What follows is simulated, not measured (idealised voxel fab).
Process module in this document: voxel released beams
Xsec cut, 220 nm wide, square cell size 5 nm.
This document writes a cross-section as a grid whose cells are square, and gives it as bands, listed from the top down; one or more rows of cells form a band.
Top, bottom (nm), then materials left to right with widths (nm); lone material tagged "throughout" fills the whole band edge to edge; "empty" = empty space.
Convention: height 0 is the level below which the wafer, as received, is all one material. The lowest band does not terminate at the bottom but continues downward, represented as "0 down".
Per-row width for "30->40": begins at first number (top row of band), ends at second number (bottom row), increment between rows held constant.
"all unchanged" for a step: no cell of the cross-section changed in that step.
Under "Enclosed void listing" you'll find the enclosed gaps, the ones with no way out to the top, that are 8 cells or bigger; each reads width x height at distance, with distance counted from the left edge, everything in nm.
Whatever follows a step's settings on its line is a remark the simulator itself makes about that step.
overlay nm: for a step with a mask, the amount by which the mask lay right of where it was planned; a negative amount means left of it.
### Process steps - plan
1: op RECEIVE | material Si
2: op CONFORMAL_DEP | material SiN | thk nm 5
3: op DIRECTIONAL_DEP | material SiO2 | thk nm 15
4: op PATTERN | tone open | mask id ANCHOR | material resist | width nm 35 | thk nm 20 | overlay nm 0
5: op DIRECTIONAL_ETCH | etch materials SiO2 | depth nm 15
6: op STRIP | etch materials resist
7: op CONFORMAL_DEP | material TiN | thk nm 10
8: op MASKED_ETCH | tone cover | mask id BEAM | width nm 105 | etch materials TiN | depth nm 10 | overlay nm 0
9: op STRIP | etch materials SiO2
### Step 1 complete: cross-section of the wafer as received
  0 down = Si throughout
  Enclosed void listing: none
### End state of the module in cross-section, given the above starting point and plan and one mistake in execution
  20 to 5 = empty: 60  TiN: 10  empty: 15  TiN: 10  empty: 125
  5 to 0 = SiN throughout
  0 down = Si throughout
  Enclosed void listing: none
Deviation noted in wafer processing: planned and actual differ for step 8; actual: op MASKED_ETCH | tone open | mask id BEAM | width nm 105 | etch materials TiN | depth nm 10 | overlay nm 0
